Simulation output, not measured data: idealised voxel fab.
Process module under the name voxel plated lines
In the cross-section labelled cut, the width is 180 nm and each square cell is 5 nm.
Cross-section spec: square-cell grid; bands listed top down; each band is one or more rows.
Per band: top height and bottom height in nm, followed by the left-to-right materials and their widths in nm; "everywhere" marks a single material spanning edge to edge, "empty" marks empty space.
Heights are reckoned from 0. Under this level, the received wafer is all of one material. The bottommost band is open-ended downward, for example "0 -> down".
Top row gets the first number, bottom row gets the second, and each row in between changes by the same step: that is how a band width like "30->40" works.
"no modifications" means the step left every cell of the cross-section as it was.
In the "Internal closed voids" entry, you get each enclosed empty space of 8 cells or more, one with no open way to the top, written width x height at distance, distance from the left edge, in nm.
It should be noted that, on the line of a given step, the content following the step's settings is a remark produced by the simulator itself with respect to that step.
overlay nm: step with mask; distance mask lay right of planned place; negative value = left of planned place.
## List of planned process steps
1 RECEIVE [material Si]
2 CONFORMAL_DEP [material Al2O3] [thk nm 15]
3 DIRECTIONAL_DEP [material TiN] [thk nm 5]
4 PATTERN [tone open] [mask id LINES] [material resist] [width nm 15] [pitch nm 35] [thk nm 25] [overlay nm 0]
5 EPI [material Ru] [thk nm 10]
6 EPI [material Ru] [thk nm 10]
7 STRIP [etch materials resist]
8 DIRECTIONAL_ETCH [etch materials TiN] [depth nm 5]
9 CONFORMAL_DEP [material SiO2] [thk nm 10]
## On the first of the two wafers: run conducted according to plan
## as received, after step 1
    0 -> down  Si everywhere
    Internal closed voids: none
## Step 2 done - wafer cross-section
    15 -> 0  Al2O3 everywhere
    Rest of section, below 0: as before.
## Step 3 done - wafer cross-section
    20 -> 15  TiN everywhere
    Rest of section, below 15: as before.
## Step 4 done - wafer cross-section
    45 -> 20  65 resist  15 empty  20 resist  15 empty  65 resist
    Rest of section, below 20: as before.
## Step 5 done - wafer cross-section
    45 -> 30  65 resist  15 empty  20 resist  15 empty  65 resist
    30 -> 20  65 resist  15 Ru  20 resist  15 Ru  65 resist
    Rest of section, below 20: as before.
## Step 6 done - wafer cross-section
    45 -> 40  65 resist  15 empty  20 resist  15 empty  65 resist
    40 -> 20  65 resist  15 Ru  20 resist  15 Ru  65 resist
    Rest of section, below 20: as before.
## Step 7 done - wafer cross-section
    40 -> 20  65 empty  15 Ru  20 empty  15 Ru  65 empty
    Rest of section, below 20: as before.
## Step 8 done - wafer cross-section
    40 -> 20  65 empty  15 Ru  20 empty  15 Ru  65 empty
    20 -> 15  65 empty  15 TiN  20 empty  15 TiN  65 empty
    Rest of section, below 15: as before.
## Step 9 done - wafer cross-section
    50 -> 40  55 empty  70 SiO2  55 empty
    40 -> 25  55 empty  10 SiO2  15 Ru  20 SiO2  15 Ru  10 SiO2  55 empty
    25 -> 20  65 SiO2  15 Ru  20 SiO2  15 Ru  65 SiO2
    20 -> 15  65 SiO2  15 TiN  20 SiO2  15 TiN  65 SiO2
    Rest of section, below 15: as before.
## Second Wafer (Identical Start and Plan, One Processing Error; Matches First Wafer Through Step 1)
## Second wafer, cross-section, planned end of step 2
    25 -> 0  Al2O3 everywhere
    Rest of section, below 0: as before.
## Second wafer, cross-section, planned end of step 3
    30 -> 25  TiN everywhere
    Rest of section, below 25: as before.
## Second wafer, cross-section, planned end of step 4
    55 -> 30  65 resist  15 empty  20 resist  15 empty  65 resist
    Rest of section, below 30: as before.
## Second wafer, cross-section, planned end of step 5
    55 -> 40  65 resist  15 empty  20 resist  15 empty  65 resist
    40 -> 30  65 resist  15 Ru  20 resist  15 Ru  65 resist
    Rest of section, below 30: as before.
## Second wafer, cross-section, planned end of step 6
    55 -> 50  65 resist  15 empty  20 resist  15 empty  65 resist
    50 -> 30  65 resist  15 Ru  20 resist  15 Ru  65 resist
    Rest of section, below 30: as before.
## Second wafer, cross-section, planned end of step 7
    50 -> 30  65 empty  15 Ru  20 empty  15 Ru  65 empty
    Rest of section, below 30: as before.
## Second wafer, cross-section, planned end of step 8
    50 -> 30  65 empty  15 Ru  20 empty  15 Ru  65 empty
    30 -> 25  65 empty  15 TiN  20 empty  15 TiN  65 empty
    Rest of section, below 25: as before.
## Second wafer, cross-section, planned end of step 9
    60 -> 50  55 empty  70 SiO2  55 empty
    50 -> 35  55 empty  10 SiO2  15 Ru  20 SiO2  15 Ru  10 SiO2  55 empty
    35 -> 30  65 SiO2  15 Ru  20 SiO2  15 Ru  65 SiO2
    30 -> 25  65 SiO2  15 TiN  20 SiO2  15 TiN  65 SiO2
    Rest of section, below 25: as before.
Which mistake was made when the wafer was run? not per plan at step 2, really ran CONFORMAL_DEP [material Al2O3] [thk nm 25]
The final cell counts differ between the wafers, with the second having more or fewer of some materials than the first: 72 more of Al2O3
